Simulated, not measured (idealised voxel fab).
process module | voxel self aligned vias
cross-section cut | 175 nm wide | cells 5 nm
A cross-section is a grid of square cells, given in bands from the top down. A band is one or more rows of cells.
Each band's line starts with the height of the band's top and of its bottom, in nm. Then come its materials from left to right, each with its width in nm. One material with "throughout" fills the band from edge to edge. "air" is empty space.
Height 0 is the level under which the wafer as received is all one material. The lowest band goes on downwards, as in "0 down".
A width such as "30 to 40" changes by the same amount from each row of cells to the next, from the band's top row to its bottom row.
"no change" after a step means that no cell of the cross-section changed.
closed voids: empty space of 8 cells or more with no open way to the top, each as width x height at its distance from the left edge, in nm
after a step's settings: what the simulator itself notes on the step
overlay nm, on a step with a mask: how far to the right of its planned place the mask lay; to the left if negative
plan
1 op RECEIVE | material Si
2 op CONFORMAL_DEP | material SiO2 | thk nm 10
3 op CONFORMAL_DEP | material SiCN | thk nm 5
4 op DIRECTIONAL_DEP | material SiO2 | thk nm 25
5 op MASKED_ETCH | tone open | mask id LINES | width nm 25 | pitch nm 65 | etch materials SiO2 | depth nm 25 | overlay nm 0
6 op CONFORMAL_DEP | material TiN | thk nm 5
7 op FILL_DEP | material Ru | thk nm 5
8 op CMP | height nm 40
9 op SELECTIVE_ETCH | etch materials W Ru TiN | depth nm 5
10 op FILL_DEP | material SiN | thk nm 5
11 op CMP | height nm 40
12 op DIRECTIONAL_DEP | material SiO2 | thk nm 20
13 op DIRECTIONAL_DEP | material aC | thk nm 15
14 op PATTERN | tone open | mask id VIAS | material resist | width nm 35 | thk nm 35 | overlay nm 0
15 op DIRECTIONAL_ETCH | etch materials aC | depth nm 15
16 op STRIP | etch materials resist
17 op DIRECTIONAL_ETCH | etch materials SiO2 | depth nm 20
18 op DIRECTIONAL_ETCH | etch materials SiN | depth nm 5
19 op STRIP | etch materials aC
20 op CONFORMAL_DEP | material TiN | thk nm 5
21 op FILL_DEP | material Cu | thk nm 5
22 op CMP | height nm 60
23 op CONFORMAL_DEP | material SiCN | thk nm 5
first wafer, as planned
as received, after step 1
  0 down: Si throughout
  closed voids: none
after step 2
  10 to 0: SiO2 throughout
  below 0: unchanged
after step 3
  15 to 10: SiCN throughout
  below 10: unchanged
after step 4
  40 to 15: SiO2 throughout
  below 15: unchanged
after step 5
  40 to 15: SiO2 40 | air 25 | SiO2 40 | air 25 | SiO2 45
  below 15: unchanged
after step 6
  45 to 40: TiN 45 | air 15 | TiN 50 | air 15 | TiN 50
  40 to 20: SiO2 40 | TiN 5 | air 15 | TiN 5 | SiO2 40 | TiN 5 | air 15 | TiN 5 | SiO2 45
  20 to 15: SiO2 40 | TiN 25 | SiO2 40 | TiN 25 | SiO2 45
  below 15: unchanged
after step 7
  50 to 45: Ru throughout
  45 to 40: TiN 45 | Ru 15 | TiN 50 | Ru 15 | TiN 50
  40 to 20: SiO2 40 | TiN 5 | Ru 15 | TiN 5 | SiO2 40 | TiN 5 | Ru 15 | TiN 5 | SiO2 45
  below 20: unchanged
after step 8
  40 to 20: SiO2 40 | TiN 5 | Ru 15 | TiN 5 | SiO2 40 | TiN 5 | Ru 15 | TiN 5 | SiO2 45
  below 20: unchanged
after step 9
  40 to 35: SiO2 40 | air 25 | SiO2 40 | air 25 | SiO2 45
  below 35: unchanged
after step 10
  45 to 40: SiN throughout
  40 to 35: SiO2 40 | SiN 25 | SiO2 40 | SiN 25 | SiO2 45
  below 35: unchanged
after step 11
  40 to 35: SiO2 40 | SiN 25 | SiO2 40 | SiN 25 | SiO2 45
  below 35: unchanged
after step 12
  60 to 40: SiO2 throughout
  below 40: unchanged
after step 13
  75 to 60: aC throughout
  below 60: unchanged
after step 14
  110 to 75: resist 35 | air 35 | resist 105
  below 75: unchanged
after step 15
  95 to 75: resist 35 | air 35 | resist 105
  75 to 60: aC 35 | air 35 | aC 105
  below 60: unchanged
after step 16
  75 to 60: aC 35 | air 35 | aC 105
  below 60: unchanged
after step 17
  75 to 60: aC 35 | air 35 | aC 105
  60 to 40: SiO2 35 | air 35 | SiO2 105
  below 40: unchanged
after step 18
  75 to 60: aC 35 | air 35 | aC 105
  60 to 40: SiO2 35 | air 35 | SiO2 105
  40 to 35: SiO2 40 | air 25 | SiO2 40 | SiN 25 | SiO2 45
  below 35: unchanged
after step 19
  60 to 40: SiO2 35 | air 35 | SiO2 105
  below 40: unchanged
after step 20
  65 to 60: TiN 40 | air 25 | TiN 110
  60 to 45: SiO2 35 | TiN 5 | air 25 | TiN 5 | SiO2 105
  45 to 40: SiO2 35 | TiN 10 | air 15 | TiN 10 | SiO2 105
  40 to 35: SiO2 40 | TiN 25 | SiO2 40 | SiN 25 | SiO2 45
  below 35: unchanged
after step 21
  70 to 65: Cu throughout
  65 to 60: TiN 40 | Cu 25 | TiN 110
  60 to 45: SiO2 35 | TiN 5 | Cu 25 | TiN 5 | SiO2 105
  45 to 40: SiO2 35 | TiN 10 | Cu 15 | TiN 10 | SiO2 105
  below 40: unchanged
after step 22
  60 to 45: SiO2 35 | TiN 5 | Cu 25 | TiN 5 | SiO2 105
  below 45: unchanged
after step 23
  65 to 60: SiCN throughout
  below 60: unchanged
second wafer: like start, like plan, one mistake. Through step 2 it matches the first wafer
when step 3 should have ended
  35 to 0: SiO2 throughout
  below 0: unchanged
when step 4 should have ended
  40 to 35: SiCN throughout
  below 35: unchanged
when step 5 should have ended: no change
when step 6 should have ended
  45 to 40: TiN throughout
  below 40: unchanged
when step 7 should have ended
  50 to 45: Ru throughout
  below 45: unchanged
when step 8 should have ended
  40 to 35: SiCN throughout
  below 35: unchanged
when step 9 should have ended: no change
when step 10 should have ended
  45 to 40: SiN throughout
  below 40: unchanged
when step 11 should have ended
  40 to 35: SiCN throughout
  below 35: unchanged
when step 12 should have ended
  60 to 40: SiO2 throughout
  below 40: unchanged
when step 13 should have ended
  75 to 60: aC throughout
  below 60: unchanged
when step 14 should have ended
  110 to 75: resist 35 | air 35 | resist 105
  below 75: unchanged
when step 15 should have ended
  95 to 75: resist 35 | air 35 | resist 105
  75 to 60: aC 35 | air 35 | aC 105
  below 60: unchanged
when step 16 should have ended
  75 to 60: aC 35 | air 35 | aC 105
  below 60: unchanged
when step 17 should have ended
  75 to 60: aC 35 | air 35 | aC 105
  60 to 40: SiO2 35 | air 35 | SiO2 105
  below 40: unchanged
when step 18 should have ended: no change
when step 19 should have ended
  60 to 40: SiO2 35 | air 35 | SiO2 105
  below 40: unchanged
when step 20 should have ended
  65 to 60: TiN 40 | air 25 | TiN 110
  60 to 45: SiO2 35 | TiN 5 | air 25 | TiN 5 | SiO2 105
  45 to 40: SiO2 35 | TiN 35 | SiO2 105
  below 40: unchanged
when step 21 should have ended
  70 to 65: Cu throughout
  65 to 60: TiN 40 | Cu 25 | TiN 110
  60 to 45: SiO2 35 | TiN 5 | Cu 25 | TiN 5 | SiO2 105
  below 45: unchanged
when step 22 should have ended
  60 to 45: SiO2 35 | TiN 5 | Cu 25 | TiN 5 | SiO2 105
  below 45: unchanged
when step 23 should have ended
  65 to 60: SiCN throughout
  below 60: unchanged
what went wrong: steps 3 and 4 were swapped
at the end the second wafer has, in cells: 3 fewer of Cu | 18 fewer of Ru | 5 fewer of SiN | 50 more of SiO2 | 24 fewer of TiN
